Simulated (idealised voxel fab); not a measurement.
voxel self aligned vias: a process module
Cross-section cut spans 215 nm and uses square cells 5 nm in size.
Cross-section, as written here: a square-cell grid given band by band from the top down, where a band holds one or more rows of cells.
First you get the band's top height and its bottom height, in nm, and then the materials it's made of, left to right, with each width in nm. If you see a single material with "edge to edge", that one covers the band edge to edge. "air" is empty space.
The level at which height equals 0 is the one under which the wafer, as it arrives, is entirely one material. No lower edge exists for the bottom band, which continues downward and is notated as in "0 -> down".
Width spec "30 to 40" -> top row of cells at first value, bottom row at second value, equal per-row change in between.
Given "no change occurred" for a step, no cell of the cross-section differs between before and after that step.
Listed in "Trapped void list": every empty space of 8 or more cells without an open way to the top. Form: width x height at distance, the distance being from the left edge, all in nm.
Read whatever lies past the settings on a step's line as the simulator's own remark about the step.
If you see "overlay nm" on a step's line and that step has a mask, it's telling you how far right of where it was planned the mask ended up; a negative number means it went left instead.
Plan:
1) RECEIVE: material Si
2) CONFORMAL_DEP: material SiO2, thk nm 15
3) CONFORMAL_DEP: material SiCN, thk nm 5
4) DIRECTIONAL_DEP: material SiO2, thk nm 30
5) DIRECTIONAL_DEP: material aC, thk nm 5
6) PATTERN: tone open, mask id LINES, material resist, width nm 25, pitch nm 65, thk nm 30, overlay nm 0
7) DIRECTIONAL_ETCH: etch materials aC, depth nm 15
8) STRIP: etch materials resist
9) DIRECTIONAL_ETCH: etch materials SiO2, depth nm 30
10) STRIP: etch materials aC
11) CONFORMAL_DEP: material TiN, thk nm 5
12) FILL_DEP: material Ru, thk nm 5
13) CMP: height nm 50
14) SELECTIVE_ETCH: etch materials W Ru TiN, depth nm 5
15) FILL_DEP: material SiN, thk nm 10
16) CMP: height nm 50
17) DIRECTIONAL_DEP: material SiO2, thk nm 20
18) PATTERN: tone open, mask id VIAS, material resist, width nm 35, pitch nm 65, thk nm 15, overlay nm 0
19) DIRECTIONAL_ETCH: etch materials SiO2, depth nm 20
20) DIRECTIONAL_ETCH: etch materials SiN, depth nm 5
21) STRIP: etch materials resist
22) CONFORMAL_DEP: material TiN, thk nm 5
23) FILL_DEP: material W, thk nm 10
24) CMP: height nm 70
25) CONFORMAL_DEP: material SiCN, thk nm 5
The wafers in this document start out alike and differ in the thk nm applied at step 5; the plan shows the value used for the first wafer.
Cut through the first of several wafers as received, post step 1:
0 -> down  Si edge to edge
Trapped void list: none
Cross-sectional representation of the first of several wafers at the end of the module, i.e. after its terminal step, step 25:
75 -> 70  SiCN edge to edge
70 -> 55  SiO2=25 / TiN=5 / W=25 / TiN=5 / SiO2=30 / TiN=5 / W=25 / TiN=5 / SiO2=30 / TiN=5 / W=25 / TiN=5 / SiO2=25
55 -> 50  SiO2=25 / TiN=10 / W=15 / TiN=10 / SiO2=30 / TiN=10 / W=15 / TiN=10 / SiO2=30 / TiN=10 / W=15 / TiN=10 / SiO2=25
50 -> 45  SiO2=30 / TiN=25 / SiO2=40 / TiN=25 / SiO2=40 / TiN=25 / SiO2=30
45 -> 25  SiO2=30 / TiN=5 / Ru=15 / TiN=5 / SiO2=40 / TiN=5 / Ru=15 / TiN=5 / SiO2=40 / TiN=5 / Ru=15 / TiN=5 / SiO2=30
25 -> 20  SiO2=30 / TiN=25 / SiO2=40 / TiN=25 / SiO2=40 / TiN=25 / SiO2=30
20 -> 15  SiCN edge to edge
15 -> 0  SiO2 edge to edge
0 -> down  Si edge to edge
Trapped void list: none
Module end, final wafer: cross-section:
75 -> 70  SiCN edge to edge
70 -> 55  SiO2=25 / TiN=5 / W=25 / TiN=5 / SiO2=30 / TiN=5 / W=25 / TiN=5 / SiO2=30 / TiN=5 / W=25 / TiN=5 / SiO2=25
55 -> 50  SiO2=25 / TiN=35 / SiO2=30 / TiN=35 / SiO2=30 / TiN=35 / SiO2=25
50 -> 20  SiO2 edge to edge
20 -> 15  SiCN edge to edge
15 -> 0  SiO2 edge to edge
0 -> down  Si edge to edge
Trapped void list: none
Here is how to read the rows: every wafer has a row, and it shows the wafer at the end of the module, giving for each material how many cells were gained (+) or lost (-) since the wafer was received, then listing its closed voids:
thk nm 5; +36 Ru; +86 SiCN; +385 SiO2; +84 TiN; +54 W; Trapped void list: none
thk nm 10; +36 Ru; +86 SiCN; +385 SiO2; +84 TiN; +54 W; Trapped void list: none
thk nm 15; +36 Ru; +86 SiCN; +385 SiO2; +84 TiN; +54 W; Trapped void list: none
thk nm 20; +86 SiCN; +475 SiO2; +39 TiN; +45 W; Trapped void list: none
thk nm 25; +86 SiCN; +475 SiO2; +39 TiN; +45 W; Trapped void list: none
thk nm 30; +86 SiCN; +475 SiO2; +39 TiN; +45 W; Trapped void list: none
